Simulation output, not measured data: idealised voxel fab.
Herein follows the process module entitled voxel self aligned vias.
This is section cut - it's 235 nm across, gridded in 5 nm square cells.
Cross-section spec: square-cell grid; bands listed top down; each band is one or more rows. Heads up on the band format: heights come first, top then bottom, in nm. After that it's the materials left to right, each with its width in nm. A single material flagged "everywhere" fills the whole band edge to edge, and "air" means there's empty space there. Measure heights from 0. That's the level where, below it, the as-received wafer is all one material. The lowest band is bottomless and extends downward; write it as in "from 0 down". Quick explanation for "30..40": the width changes in equal steps down the rows of cells, from the first number in the band's top row to the second number in its bottom row. Any step labelled "no change" changed none of the cells in the cross-section. The list in "Closed void roster" covers empty spaces of 8 cells or more that cannot reach the top through any open way, and it gives each as width x height at distance; the distance is from the left edge, and width, height and distance are in nm. Text after the settings on a step's line: the simulator's own remark on that step. "overlay nm" on a masked step: distance the mask lay right of its planned place, negative for left. Before/after cross-section pairs, one process step each; after shown to lowest changed band; step and settings beneath. Pairs may be from different runs of this module on the same starting wafer; a pair continues from the one above only where its "Prior to processing" entry says so.

[Prior to processing]
	from 0 down: Si everywhere
	Closed void roster: none

[As Processed]
	from 10 to 0: SiO2 everywhere
	Nothing below the height 0 has changed.
	Closed void roster: none
So what happens between those two cross-sections up there? CONFORMAL_DEP | material SiO2 | thk nm 10

Prior to processing: carried over from the after image of the pair right above.

[As Processed]
	from 15 to 10: SiCN everywhere
	Nothing below the height 10 has changed.
	Closed void roster: none
So what happens between those two cross-sections up there? CONFORMAL_DEP | material SiCN | thk nm 5

Prior to processing: carried over from the after image of the pair right above.

[As Processed]
	from 35 to 15: SiO2 everywhere
	Nothing below the height 15 has changed.
	Closed void roster: none
So what happens between those two cross-sections up there? DIRECTIONAL_DEP | material SiO2 | thk nm 20

Prior to processing: carried over from the after image of the pair right above.

[As Processed]
	from 55 to 35: 30 of resist / 30 of air / 40 of resist / 30 of air / 40 of resist / 30 of air / 35 of resist
	Nothing below the height 35 has changed.
	Closed void roster: none
So what happens between those two cross-sections up there? PATTERN | tone open | mask id LINES | material resist | width nm 30 | pitch nm 70 | thk nm 20 | overlay nm 0

Prior to processing: carried over from the after image of the pair right above.

[As Processed]
	from 55 to 35: 30 of resist / 30 of air / 40 of resist / 30 of air / 40 of resist / 30 of air / 35 of resist
	from 35 to 15: 30 of SiO2 / 30 of air / 40 of SiO2 / 30 of air / 40 of SiO2 / 30 of air / 35 of SiO2
	Nothing below the height 15 has changed.
	Closed void roster: none
So what happens between those two cross-sections up there? DIRECTIONAL_ETCH | etch materials SiO2 | depth nm 20

Prior to processing: carried over from the after image of the pair right above.

[As Processed]
	from 35 to 15: 30 of SiO2 / 30 of air / 40 of SiO2 / 30 of air / 40 of SiO2 / 30 of air / 35 of SiO2
	Nothing below the height 15 has changed.
	Closed void roster: none
So what happens between those two cross-sections up there? STRIP | etch materials resist

Prior to processing: carried over from the after image of the pair right above.

[As Processed]
	from 40 to 35: 35 of TiN / 20 of air / 50 of TiN / 20 of air / 50 of TiN / 20 of air / 40 of TiN
	from 35 to 20: 30 of SiO2 / 5 of TiN / 20 of air / 5 of TiN / 40 of SiO2 / 5 of TiN / 20 of air / 5 of TiN / 40 of SiO2 / 5 of TiN / 20 of air / 5 of TiN / 35 of SiO2
	from 20 to 15: 30 of SiO2 / 30 of TiN / 40 of SiO2 / 30 of TiN / 40 of SiO2 / 30 of TiN / 35 of SiO2
	Nothing below the height 15 has changed.
	Closed void roster: none
So what happens between those two cross-sections up there? CONFORMAL_DEP | material TiN | thk nm 5

Prior to processing: carried over from the after image of the pair right above.

[As Processed]
	from 45 to 40: Ru everywhere
	from 40 to 35: 35 of TiN / 20 of Ru / 50 of TiN / 20 of Ru / 50 of TiN / 20 of Ru / 40 of TiN
	from 35 to 20: 30 of SiO2 / 5 of TiN / 20 of Ru / 5 of TiN / 40 of SiO2 / 5 of TiN / 20 of Ru / 5 of TiN / 40 of SiO2 / 5 of TiN / 20 of Ru / 5 of TiN / 35 of SiO2
	Nothing below the height 20 has changed.
	Closed void roster: none
So what happens between those two cross-sections up there? FILL_DEP | material Ru | thk nm 5

Prior to processing: carried over from the after image of the pair right above.

[As Processed]
	from 35 to 20: 30 of SiO2 / 5 of TiN / 20 of Ru / 5 of TiN / 40 of SiO2 / 5 of TiN / 20 of Ru / 5 of TiN / 40 of SiO2 / 5 of TiN / 20 of Ru / 5 of TiN / 35 of SiO2
	Nothing below the height 20 has changed.
	Closed void roster: none
So what happens between those two cross-sections up there? CMP | height nm 35

Prior to processing: carried over from the after image of the pair right above.

[As Processed]
	from 35 to 25: 30 of SiO2 / 30 of air / 40 of SiO2 / 30 of air / 40 of SiO2 / 30 of air / 35 of SiO2
	Nothing below the height 25 has changed.
	Closed void roster: none
So what happens between those two cross-sections up there? SELECTIVE_ETCH | etch materials W Ru TiN | depth nm 10

Prior to processing: carried over from the after image of the pair right above.

[As Processed]
	from 40 to 35: SiN everywhere
	from 35 to 25: 30 of SiO2 / 30 of SiN / 40 of SiO2 / 30 of SiN / 40 of SiO2 / 30 of SiN / 35 of SiO2
	Nothing below the height 25 has changed.
	Closed void roster: none
So what happens between those two cross-sections up there? FILL_DEP | material SiN | thk nm 5

Prior to processing: carried over from the after image of the pair right above.

[As Processed]
	from 35 to 25: 30 of SiO2 / 30 of SiN / 40 of SiO2 / 30 of SiN / 40 of SiO2 / 30 of SiN / 35 of SiO2
	Nothing below the height 25 has changed.
	Closed void roster: none
So what happens between those two cross-sections up there? CMP | height nm 35

Prior to processing: carried over from the after image of the pair right above.

[As Processed]
	from 50 to 35: SiO2 everywhere
	Nothing below the height 35 has changed.
	Closed void roster: none
So what happens between those two cross-sections up there? DIRECTIONAL_DEP | material SiO2 | thk nm 15

Prior to processing: carried over from the after image of the pair right above.

[As Processed]
	from 65 to 50: aC everywhere
	Nothing below the height 50 has changed.
	Closed void roster: none
So what happens between those two cross-sections up there? DIRECTIONAL_DEP | material aC | thk nm 15

Prior to processing: carried over from the after image of the pair right above.

[As Processed]
	from 100 to 65: 20 of resist / 50 of air / 20 of resist / 50 of air / 20 of resist / 50 of air / 25 of resist
	Nothing below the height 65 has changed.
	Closed void roster: none
So what happens between those two cross-sections up there? PATTERN | tone open | mask id VIAS | material resist | width nm 50 | pitch nm 70 | thk nm 35 | overlay nm 0

Prior to processing: carried over from the after image of the pair right above.

[As Processed]
	from 85 to 65: 20 of resist / 50 of air / 20 of resist / 50 of air / 20 of resist / 50 of air / 25 of resist
	from 65 to 50: 20 of aC / 50 of air / 20 of aC / 50 of air / 20 of aC / 50 of air / 25 of aC
	Nothing below the height 50 has changed.
	Closed void roster: none
So what happens between those two cross-sections up there? DIRECTIONAL_ETCH | etch materials aC | depth nm 15

Prior to processing: carried over from the after image of the pair right above.

[As Processed]
	from 65 to 50: 20 of aC / 50 of air / 20 of aC / 50 of air / 20 of aC / 50 of air / 25 of aC
	Nothing below the height 50 has changed.
	Closed void roster: none
So what happens between those two cross-sections up there? STRIP | etch materials resist

Prior to processing: carried over from the after image of the pair right above.

[As Processed]
	from 65 to 50: 20 of aC / 50 of air / 20 of aC / 50 of air / 20 of aC / 50 of air / 25 of aC
	from 50 to 35: 20 of SiO2 / 50 of air / 20 of SiO2 / 50 of air / 20 of SiO2 / 50 of air / 25 of SiO2
	Nothing below the height 35 has changed.
	Closed void roster: none
So what happens between those two cross-sections up there? DIRECTIONAL_ETCH | etch materials SiO2 | depth nm 15

Prior to processing: carried over from the after image of the pair right above.

[As Processed]
	from 65 to 50: 20 of aC / 50 of air / 20 of aC / 50 of air / 20 of aC / 50 of air / 25 of aC
	from 50 to 35: 20 of SiO2 / 50 of air / 20 of SiO2 / 50 of air / 20 of SiO2 / 50 of air / 25 of SiO2
	from 35 to 25: 30 of SiO2 / 30 of air / 40 of SiO2 / 30 of air / 40 of SiO2 / 30 of air / 35 of SiO2
	Nothing below the height 25 has changed.
	Closed void roster: none
So what happens between those two cross-sections up there? DIRECTIONAL_ETCH | etch materials SiN | depth nm 10

Prior to processing: carried over from the after image of the pair right above.

[As Processed]
	from 50 to 35: 20 of SiO2 / 50 of air / 20 of SiO2 / 50 of air / 20 of SiO2 / 50 of air / 25 of SiO2
	Nothing below the height 35 has changed.
	Closed void roster: none
So what happens between those two cross-sections up there? STRIP | etch materials aC

Prior to processing: carried over from the after image of the pair right above.

[As Processed]
	from 55 to 50: 25 of TiN / 40 of air / 30 of TiN / 40 of air / 30 of TiN / 40 of air / 30 of TiN
	from 50 to 40: 20 of SiO2 / 5 of TiN / 40 of air / 5 of TiN / 20 of SiO2 / 5 of TiN / 40 of air / 5 of TiN / 20 of SiO2 / 5 of TiN / 40 of air / 5 of TiN / 25 of SiO2
	from 40 to 30: 20..30 of SiO2 / 15..5 of TiN / 20 of air / 15..5 of TiN / 20..40 of SiO2 / 15..5 of TiN / 20 of air / 15..5 of TiN / 20..40 of SiO2 / 15..5 of TiN / 20 of air / 15..5 of TiN / 25..35 of SiO2
	from 30 to 25: 30 of SiO2 / 30 of TiN / 40 of SiO2 / 30 of TiN / 40 of SiO2 / 30 of TiN / 35 of SiO2
	Nothing below the height 25 has changed.
	Closed void roster: none
So what happens between those two cross-sections up there? CONFORMAL_DEP | material TiN | thk nm 5

Prior to processing: carried over from the after image of the pair right above.

[As Processed]
	from 60 to 55: W everywhere
	from 55 to 50: 25 of TiN / 40 of W / 30 of TiN / 40 of W / 30 of TiN / 40 of W / 30 of TiN
	from 50 to 40: 20 of SiO2 / 5 of TiN / 40 of W / 5 of TiN / 20 of SiO2 / 5 of TiN / 40 of W / 5 of TiN / 20 of SiO2 / 5 of TiN / 40 of W / 5 of TiN / 25 of SiO2
	from 40 to 30: 20..30 of SiO2 / 15..5 of TiN / 20 of W / 15..5 of TiN / 20..40 of SiO2 / 15..5 of TiN / 20 of W / 15..5 of TiN / 20..40 of SiO2 / 15..5 of TiN / 20 of W / 15..5 of TiN / 25..35 of SiO2
	Nothing below the height 30 has changed.
	Closed void roster: none
So what happens between those two cross-sections up there? FILL_DEP | material W | thk nm 5

Prior to processing: carried over from the after image of the pair right above.

[As Processed]
	from 50 to 40: 20 of SiO2 / 5 of TiN / 40 of W / 5 of TiN / 20 of SiO2 / 5 of TiN / 40 of W / 5 of TiN / 20 of SiO2 / 5 of TiN / 40 of W / 5 of TiN / 25 of SiO2
	Nothing below the height 40 has changed.
	Closed void roster: none
So what happens between those two cross-sections up there? CMP | height nm 50

Prior to processing: carried over from the after image of the pair right above.

[As Processed]
	from 55 to 50: SiCN everywhere
	Nothing below the height 50 has changed.
	Closed void roster: none
So what happens between those two cross-sections up there? CONFORMAL_DEP | material SiCN | thk nm 5

[Prior to processing]
	from 10 to 0: SiO2 everywhere
	from 0 down: Si everywhere
	Closed void roster: none

[As Processed]
	from 30 to 0: SiO2 everywhere
	Nothing below the height 0 has changed.
	Closed void roster: none
So what happens between those two cross-sections up there? DIRECTIONAL_DEP | material SiO2 | thk nm 20

Prior to processing: carried over from the after image of the pair right above.

[As Processed]
	from 50 to 30: 30 of resist / 30 of air / 40 of resist / 30 of air / 40 of resist / 30 of air / 35 of resist
	Nothing below the height 30 has changed.
	Closed void roster: none
So what happens between those two cross-sections up there? PATTERN | tone open | mask id LINES | material resist | width nm 30 | pitch nm 70 | thk nm 20 | overlay nm 0

Prior to processing: carried over from the after image of the pair right above.

[As Processed]
	from 50 to 30: 30 of resist / 30 of air / 40 of resist / 30 of air / 40 of resist / 30 of air / 35 of resist
	from 30 to 10: 30 of SiO2 / 30 of air / 40 of SiO2 / 30 of air / 40 of SiO2 / 30 of air / 35 of SiO2
	Nothing below the height 10 has changed.
	Closed void roster: none
So what happens between those two cross-sections up there? DIRECTIONAL_ETCH | etch materials SiO2 | depth nm 20

Prior to processing: carried over from the after image of the pair right above.

[As Processed]
	from 30 to 10: 30 of SiO2 / 30 of air / 40 of SiO2 / 30 of air / 40 of SiO2 / 30 of air / 35 of SiO2
	Nothing below the height 10 has changed.
	Closed void roster: none
So what happens between those two cross-sections up there? STRIP | etch materials resist

Prior to processing: carried over from the after image of the pair right above.

[As Processed]
	from 35 to 30: 35 of TiN / 20 of air / 50 of TiN / 20 of air / 50 of TiN / 20 of air / 40 of TiN
	from 30 to 15: 30 of SiO2 / 5 of TiN / 20 of air / 5 of TiN / 40 of SiO2 / 5 of TiN / 20 of air / 5 of TiN / 40 of SiO2 / 5 of TiN / 20 of air / 5 of TiN / 35 of SiO2
	from 15 to 10: 30 of SiO2 / 30 of TiN / 40 of SiO2 / 30 of TiN / 40 of SiO2 / 30 of TiN / 35 of SiO2
	Nothing below the height 10 has changed.
	Closed void roster: none
So what happens between those two cross-sections up there? CONFORMAL_DEP | material TiN | thk nm 5

Prior to processing: carried over from the after image of the pair right above.

[As Processed]
	from 40 to 35: Ru everywhere
	from 35 to 30: 35 of TiN / 20 of Ru / 50 of TiN / 20 of Ru / 50 of TiN / 20 of Ru / 40 of TiN
	from 30 to 15: 30 of SiO2 / 5 of TiN / 20 of Ru / 5 of TiN / 40 of SiO2 / 5 of TiN / 20 of Ru / 5 of TiN / 40 of SiO2 / 5 of TiN / 20 of Ru / 5 of TiN / 35 of SiO2
	Nothing below the height 15 has changed.
	Closed void roster: none
So what happens between those two cross-sections up there? FILL_DEP | material Ru | thk nm 5

Prior to processing: carried over from the after image of the pair right above.

[As Processed]
	from 35 to 30: 35 of TiN / 20 of Ru / 50 of TiN / 20 of Ru / 50 of TiN / 20 of Ru / 40 of TiN
	Nothing below the height 30 has changed.
	Closed void roster: none
So what happens between those two cross-sections up there? CMP | height nm 35

Prior to processing: carried over from the after image of the pair right above.

[As Processed]
	from 30 to 25: 30 of SiO2 / 30 of air / 40 of SiO2 / 30 of air / 40 of SiO2 / 30 of air / 35 of SiO2
	Nothing below the height 25 has changed.
	Closed void roster: none
So what happens between those two cross-sections up there? SELECTIVE_ETCH | etch materials W Ru TiN | depth nm 10

Prior to processing: carried over from the after image of the pair right above.

[As Processed]
	from 35 to 30: SiN everywhere
	from 30 to 25: 30 of SiO2 / 30 of SiN / 40 of SiO2 / 30 of SiN / 40 of SiO2 / 30 of SiN / 35 of SiO2
	Nothing below the height 25 has changed.
	Closed void roster: none
So what happens between those two cross-sections up there? FILL_DEP | material SiN | thk nm 5

Prior to processing: carried over from the after image of the pair right above.

[As Processed]
	from 50 to 35: SiO2 everywhere
	Nothing below the height 35 has changed.
	Closed void roster: none
So what happens between those two cross-sections up there? DIRECTIONAL_DEP | material SiO2 | thk nm 15

Prior to processing: carried over from the after image of the pair right above.

[As Processed]
	from 65 to 50: aC everywhere
	Nothing below the height 50 has changed.
	Closed void roster: none
So what happens between those two cross-sections up there? DIRECTIONAL_DEP | material aC | thk nm 15

Prior to processing: carried over from the after image of the pair right above.

[As Processed]
	from 100 to 65: 20 of resist / 50 of air / 20 of resist / 50 of air / 20 of resist / 50 of air / 25 of resist
	Nothing below the height 65 has changed.
	Closed void roster: none
So what happens between those two cross-sections up there? PATTERN | tone open | mask id VIAS | material resist | width nm 50 | pitch nm 70 | thk nm 35 | overlay nm 0

Prior to processing: carried over from the after image of the pair right above.

[As Processed]
	from 85 to 65: 20 of resist / 50 of air / 20 of resist / 50 of air / 20 of resist / 50 of air / 25 of resist
	from 65 to 50: 20 of aC / 50 of air / 20 of aC / 50 of air / 20 of aC / 50 of air / 25 of aC
	Nothing below the height 50 has changed.
	Closed void roster: none
So what happens between those two cross-sections up there? DIRECTIONAL_ETCH | etch materials aC | depth nm 15

Prior to processing: carried over from the after image of the pair right above.

[As Processed]
	from 65 to 50: 20 of aC / 50 of air / 20 of aC / 50 of air / 20 of aC / 50 of air / 25 of aC
	Nothing below the height 50 has changed.
	Closed void roster: none
So what happens between those two cross-sections up there? STRIP | etch materials resist

Prior to processing: carried over from the after image of the pair right above.

[As Processed]
	from 65 to 50: 20 of aC / 50 of air / 20 of aC / 50 of air / 20 of aC / 50 of air / 25 of aC
	from 50 to 35: 20 of SiO2 / 50 of air / 20 of SiO2 / 50 of air / 20 of SiO2 / 50 of air / 25 of SiO2
	Nothing below the height 35 has changed.
	Closed void roster: none
So what happens between those two cross-sections up there? DIRECTIONAL_ETCH | etch materials SiO2 | depth nm 15

Prior to processing: carried over from the after image of the pair right above.

[As Processed]
	from 65 to 50: 20 of aC / 50 of air / 20 of aC / 50 of air / 20 of aC / 50 of air / 25 of aC
	from 50 to 35: 20 of SiO2 / 50 of air / 20 of SiO2 / 50 of air / 20 of SiO2 / 50 of air / 25 of SiO2
	from 35 to 30: 20 of SiN / 50 of air / 20 of SiN / 50 of air / 20 of SiN / 50 of air / 25 of SiN
	from 30 to 25: 30 of SiO2 / 30 of air / 40 of SiO2 / 30 of air / 40 of SiO2 / 30 of air / 35 of SiO2
	Nothing below the height 25 has changed.
	Closed void roster: none
So what happens between those two cross-sections up there? DIRECTIONAL_ETCH | etch materials SiN | depth nm 10

Prior to processing: carried over from the after image of the pair right above.

[As Processed]
	from 50 to 35: 20 of SiO2 / 50 of air / 20 of SiO2 / 50 of air / 20 of SiO2 / 50 of air / 25 of SiO2
	Nothing below the height 35 has changed.
	Closed void roster: none
So what happens between those two cross-sections up there? STRIP | etch materials aC

Prior to processing: carried over from the after image of the pair right above.

[As Processed]
	from 55 to 50: 25 of TiN / 40 of air / 30 of TiN / 40 of air / 30 of TiN / 40 of air / 30 of TiN
	from 50 to 35: 20 of SiO2 / 5 of TiN / 40 of air / 5 of TiN / 20 of SiO2 / 5 of TiN / 40 of air / 5 of TiN / 20 of SiO2 / 5 of TiN / 40 of air / 5 of TiN / 25 of SiO2
	from 35 to 30: 20 of SiN / 15 of TiN / 20 of air / 15 of TiN / 20 of SiN / 15 of TiN / 20 of air / 15 of TiN / 20 of SiN / 15 of TiN / 20 of air / 15 of TiN / 25 of SiN
	from 30 to 25: 30 of SiO2 / 30 of TiN / 40 of SiO2 / 30 of TiN / 40 of SiO2 / 30 of TiN / 35 of SiO2
	Nothing below the height 25 has changed.
	Closed void roster: none
So what happens between those two cross-sections up there? CONFORMAL_DEP | material TiN | thk nm 5

Prior to processing: carried over from the after image of the pair right above.

[As Processed]
	from 60 to 55: W everywhere
	from 55 to 50: 25 of TiN / 40 of W / 30 of TiN / 40 of W / 30 of TiN / 40 of W / 30 of TiN
	from 50 to 35: 20 of SiO2 / 5 of TiN / 40 of W / 5 of TiN / 20 of SiO2 / 5 of TiN / 40 of W / 5 of TiN / 20 of SiO2 / 5 of TiN / 40 of W / 5 of TiN / 25 of SiO2
	from 35 to 30: 20 of SiN / 15 of TiN / 20 of W / 15 of TiN / 20 of SiN / 15 of TiN / 20 of W / 15 of TiN / 20 of SiN / 15 of TiN / 20 of W / 15 of TiN / 25 of SiN
	Nothing below the height 30 has changed.
	Closed void roster: none
So what happens between those two cross-sections up there? FILL_DEP | material W | thk nm 5

Prior to processing: carried over from the after image of the pair right above.

[As Processed]
	from 50 to 35: 20 of SiO2 / 5 of TiN / 40 of W / 5 of TiN / 20 of SiO2 / 5 of TiN / 40 of W / 5 of TiN / 20 of SiO2 / 5 of TiN / 40 of W / 5 of TiN / 25 of SiO2
	Nothing below the height 35 has changed.
	Closed void roster: none
So what happens between those two cross-sections up there? CMP | height nm 50

Prior to processing: carried over from the after image of the pair right above.

[As Processed]
	from 55 to 50: SiCN everywhere
	Nothing below the height 50 has changed.
	Closed void roster: none
So what happens between those two cross-sections up there? CONFORMAL_DEP | material SiCN | thk nm 5

[Prior to processing]
	from 65 to 50: 20 of aC / 50 of air / 20 of aC / 50 of air / 20 of aC / 50 of air / 25 of aC
	from 50 to 35: 20 of SiO2 / 50 of air / 20 of SiO2 / 50 of air / 20 of SiO2 / 50 of air / 25 of SiO2
	from 35 to 25: 30 of SiO2 / 30 of SiN / 40 of SiO2 / 30 of SiN / 40 of SiO2 / 30 of SiN / 35 of SiO2
	from 25 to 20: 30 of SiO2 / 5 of TiN / 20 of Ru / 5 of TiN / 40 of SiO2 / 5 of TiN / 20 of Ru / 5 of TiN / 40 of SiO2 / 5 of TiN / 20 of Ru / 5 of TiN / 35 of SiO2
	from 20 to 15: 30 of SiO2 / 30 of TiN / 40 of SiO2 / 30 of TiN / 40 of SiO2 / 30 of TiN / 35 of SiO2
	from 15 to 10: SiCN everywhere
	from 10 to 0: SiO2 everywhere
	from 0 down: Si everywhere
	Closed void roster: none

[As Processed]
	from 65 to 50: 20 of aC / 50 of air / 20 of aC / 50 of air / 20 of aC / 50 of air / 25 of aC
	from 50 to 35: 20 of SiO2 / 50 of air / 20 of SiO2 / 50 of air / 20 of SiO2 / 50 of air / 25 of SiO2
	from 35 to 25: 20 of SiO2 / 10 of air / 30 of SiN / 10 of air / 20 of SiO2 / 10 of air / 30 of SiN / 10 of air / 20 of SiO2 / 10 of air / 30 of SiN / 10 of air / 25 of SiO2
	from 25 to 20: 20 of SiO2 / 10 of air / 5 of TiN / 20 of Ru / 5 of TiN / 10 of air / 20 of SiO2 / 10 of air / 5 of TiN / 20 of Ru / 5 of TiN / 10 of air / 20 of SiO2 / 10 of air / 5 of TiN / 20 of Ru / 5 of TiN / 10 of air / 25 of SiO2
	Nothing below the height 20 has changed.
	Closed void roster: none
So what happens between those two cross-sections up there? DIRECTIONAL_ETCH | etch materials SiO2 | depth nm 15

Prior to processing: carried over from the after image of the pair right above.

[As Processed]
	from 65 to 50: 20 of aC / 50 of air / 20 of aC / 50 of air / 20 of aC / 50 of air / 25 of aC
	from 50 to 25: 20 of SiO2 / 50 of air / 20 of SiO2 / 50 of air / 20 of SiO2 / 50 of air / 25 of SiO2
	Nothing below the height 25 has changed.
	Closed void roster: none
So what happens between those two cross-sections up there? DIRECTIONAL_ETCH | etch materials SiN | depth nm 10

Prior to processing: carried over from the after image of the pair right above.

[As Processed]
	from 50 to 25: 20 of SiO2 / 50 of air / 20 of SiO2 / 50 of air / 20 of SiO2 / 50 of air / 25 of SiO2
	Nothing below the height 25 has changed.
	Closed void roster: none
So what happens between those two cross-sections up there? STRIP | etch materials aC

Prior to processing: carried over from the after image of the pair right above.

[As Processed]
	from 55 to 50: 25 of TiN / 40 of air / 30 of TiN / 40 of air / 30 of TiN / 40 of air / 30 of TiN
	from 50 to 30: 20 of SiO2 / 5 of TiN / 40 of air / 5 of TiN / 20 of SiO2 / 5 of TiN / 40 of air / 5 of TiN / 20 of SiO2 / 5 of TiN / 40 of air / 5 of TiN / 25 of SiO2
	from 30 to 25: 20 of SiO2 / 50 of TiN / 20 of SiO2 / 50 of TiN / 20 of SiO2 / 50 of TiN / 25 of SiO2
	from 25 to 20: 20 of SiO2 / 15 of TiN / 20 of Ru / 15 of TiN / 20 of SiO2 / 15 of TiN / 20 of Ru / 15 of TiN / 20 of SiO2 / 15 of TiN / 20 of Ru / 15 of TiN / 25 of SiO2
	Nothing below the height 20 has changed.
	Closed void roster: none
So what happens between those two cross-sections up there? CONFORMAL_DEP | material TiN | thk nm 5

Prior to processing: carried over from the after image of the pair right above.

[As Processed]
	from 60 to 55: W everywhere
	from 55 to 50: 25 of TiN / 40 of W / 30 of TiN / 40 of W / 30 of TiN / 40 of W / 30 of TiN
	from 50 to 30: 20 of SiO2 / 5 of TiN / 40 of W / 5 of TiN / 20 of SiO2 / 5 of TiN / 40 of W / 5 of TiN / 20 of SiO2 / 5 of TiN / 40 of W / 5 of TiN / 25 of SiO2
	Nothing below the height 30 has changed.
	Closed void roster: none
So what happens between those two cross-sections up there? FILL_DEP | material W | thk nm 5

Prior to processing: carried over from the after image of the pair right above.

[As Processed]
	from 50 to 30: 20 of SiO2 / 5 of TiN / 40 of W / 5 of TiN / 20 of SiO2 / 5 of TiN / 40 of W / 5 of TiN / 20 of SiO2 / 5 of TiN / 40 of W / 5 of TiN / 25 of SiO2
	Nothing below the height 30 has changed.
	Closed void roster: none
So what happens between those two cross-sections up there? CMP | height nm 50

Prior to processing: carried over from the after image of the pair right above.

[As Processed]
	from 55 to 50: SiCN everywhere
	Nothing below the height 50 has changed.
	Closed void roster: none
So what happens between those two cross-sections up there? CONFORMAL_DEP | material SiCN | thk nm 5

[Prior to processing]
	from 30 to 0: SiO2 everywhere
	from 0 down: Si everywhere
	Closed void roster: none

[As Processed]
	from 35 to 30: SiCN everywhere
	Nothing below the height 30 has changed.
	Closed void roster: none
So what happens between those two cross-sections up there? CONFORMAL_DEP | material SiCN | thk nm 5

Prior to processing: carried over from the after image of the pair right above.

[As Processed]
	from 55 to 35: 30 of resist / 30 of air / 40 of resist / 30 of air / 40 of resist / 30 of air / 35 of resist
	Nothing below the height 35 has changed.
	Closed void roster: none
So what happens between those two cross-sections up there? PATTERN | tone open | mask id LINES | material resist | width nm 30 | pitch nm 70 | thk nm 20 | overlay nm 0

Prior to processing: carried over from the after image of the pair right above.

[As Processed]
	from 35 to 30: SiCN everywhere
	Nothing below the height 30 has changed.
	Closed void roster: none
So what happens between those two cross-sections up there? STRIP | etch materials resist

Prior to processing: carried over from the after image of the pair right above.

[As Processed]
	from 40 to 35: TiN everywhere
	Nothing below the height 35 has changed.
	Closed void roster: none
So what happens between those two cross-sections up there? CONFORMAL_DEP | material TiN | thk nm 5

Prior to processing: carried over from the after image of the pair right above.

[As Processed]
	from 45 to 40: Ru everywhere
	Nothing below the height 40 has changed.
	Closed void roster: none
So what happens between those two cross-sections up there? FILL_DEP | material Ru | thk nm 5

Prior to processing: carried over from the after image of the pair right above.

[As Processed]
	from 35 to 30: SiCN everywhere
	Nothing below the height 30 has changed.
	Closed void roster: none
So what happens between those two cross-sections up there? CMP | height nm 35

Prior to processing: carried over from the after image of the pair right above.

[As Processed]
	from 40 to 35: SiN everywhere
	Nothing below the height 35 has changed.
	Closed void roster: none
So what happens between those two cross-sections up there? FILL_DEP | material SiN | thk nm 5

Prior to processing: carried over from the after image of the pair right above.

[As Processed]
	from 35 to 30: SiCN everywhere
	Nothing below the height 30 has changed.
	Closed void roster: none
So what happens between those two cross-sections up there? CMP | height nm 35

Prior to processing: carried over from the after image of the pair right above.

[As Processed]
	from 50 to 35: SiO2 everywhere
	Nothing below the height 35 has changed.
	Closed void roster: none
So what happens between those two cross-sections up there? DIRECTIONAL_DEP | material SiO2 | thk nm 15

Prior to processing: carried over from the after image of the pair right above.

[As Processed]
	from 65 to 50: aC everywhere
	Nothing below the height 50 has changed.
	Closed void roster: none
So what happens between those two cross-sections up there? DIRECTIONAL_DEP | material aC | thk nm 15

Prior to processing: carried over from the after image of the pair right above.

[As Processed]
	from 100 to 65: 20 of resist / 50 of air / 20 of resist / 50 of air / 20 of resist / 50 of air / 25 of resist
	Nothing below the height 65 has changed.
	Closed void roster: none
So what happens between those two cross-sections up there? PATTERN | tone open | mask id VIAS | material resist | width nm 50 | pitch nm 70 | thk nm 35 | overlay nm 0

Prior to processing: carried over from the after image of the pair right above.

[As Processed]
	from 85 to 65: 20 of resist / 50 of air / 20 of resist / 50 of air / 20 of resist / 50 of air / 25 of resist
	from 65 to 50: 20 of aC / 50 of air / 20 of aC / 50 of air / 20 of aC / 50 of air / 25 of aC
	Nothing below the height 50 has changed.
	Closed void roster: none
So what happens between those two cross-sections up there? DIRECTIONAL_ETCH | etch materials aC | depth nm 15

Prior to processing: carried over from the after image of the pair right above.

[As Processed]
	from 65 to 50: 20 of aC / 50 of air / 20 of aC / 50 of air / 20 of aC / 50 of air / 25 of aC
	Nothing below the height 50 has changed.
	Closed void roster: none
So what happens between those two cross-sections up there? STRIP | etch materials resist

Prior to processing: carried over from the after image of the pair right above.

[As Processed]
	from 65 to 50: 20 of aC / 50 of air / 20 of aC / 50 of air / 20 of aC / 50 of air / 25 of aC
	from 50 to 35: 20 of SiO2 / 50 of air / 20 of SiO2 / 50 of air / 20 of SiO2 / 50 of air / 25 of SiO2
	Nothing below the height 35 has changed.
	Closed void roster: none
So what happens between those two cross-sections up there? DIRECTIONAL_ETCH | etch materials SiO2 | depth nm 15

Prior to processing: carried over from the after image of the pair right above.

[As Processed]
	from 50 to 35: 20 of SiO2 / 50 of air / 20 of SiO2 / 50 of air / 20 of SiO2 / 50 of air / 25 of SiO2
	Nothing below the height 35 has changed.
	Closed void roster: none
So what happens between those two cross-sections up there? STRIP | etch materials aC

Prior to processing: carried over from the after image of the pair right above.

[As Processed]
	from 55 to 50: 25 of TiN / 40 of air / 30 of TiN / 40 of air / 30 of TiN / 40 of air / 30 of TiN
	from 50 to 40: 20 of SiO2 / 5 of TiN / 40 of air / 5 of TiN / 20 of SiO2 / 5 of TiN / 40 of air / 5 of TiN / 20 of SiO2 / 5 of TiN / 40 of air / 5 of TiN / 25 of SiO2
	from 40 to 35: 20 of SiO2 / 50 of TiN / 20 of SiO2 / 50 of TiN / 20 of SiO2 / 50 of TiN / 25 of SiO2
	Nothing below the height 35 has changed.
	Closed void roster: none
So what happens between those two cross-sections up there? CONFORMAL_DEP | material TiN | thk nm 5

Prior to processing: carried over from the after image of the pair right above.

[As Processed]
	from 60 to 55: W everywhere
	from 55 to 50: 25 of TiN / 40 of W / 30 of TiN / 40 of W / 30 of TiN / 40 of W / 30 of TiN
	from 50 to 40: 20 of SiO2 / 5 of TiN / 40 of W / 5 of TiN / 20 of SiO2 / 5 of TiN / 40 of W / 5 of TiN / 20 of SiO2 / 5 of TiN / 40 of W / 5 of TiN / 25 of SiO2
	Nothing below the height 40 has changed.
	Closed void roster: none
So what happens between those two cross-sections up there? FILL_DEP | material W | thk nm 5

Prior to processing: carried over from the after image of the pair right above.

[As Processed]
	from 50 to 40: 20 of SiO2 / 5 of TiN / 40 of W / 5 of TiN / 20 of SiO2 / 5 of TiN / 40 of W / 5 of TiN / 20 of SiO2 / 5 of TiN / 40 of W / 5 of TiN / 25 of SiO2
	Nothing below the height 40 has changed.
	Closed void roster: none
So what happens between those two cross-sections up there? CMP | height nm 50

Prior to processing: carried over from the after image of the pair right above.

[As Processed]
	from 55 to 50: SiCN everywhere
	Nothing below the height 50 has changed.
	Closed void roster: none
So what happens between those two cross-sections up there? CONFORMAL_DEP | material SiCN | thk nm 5
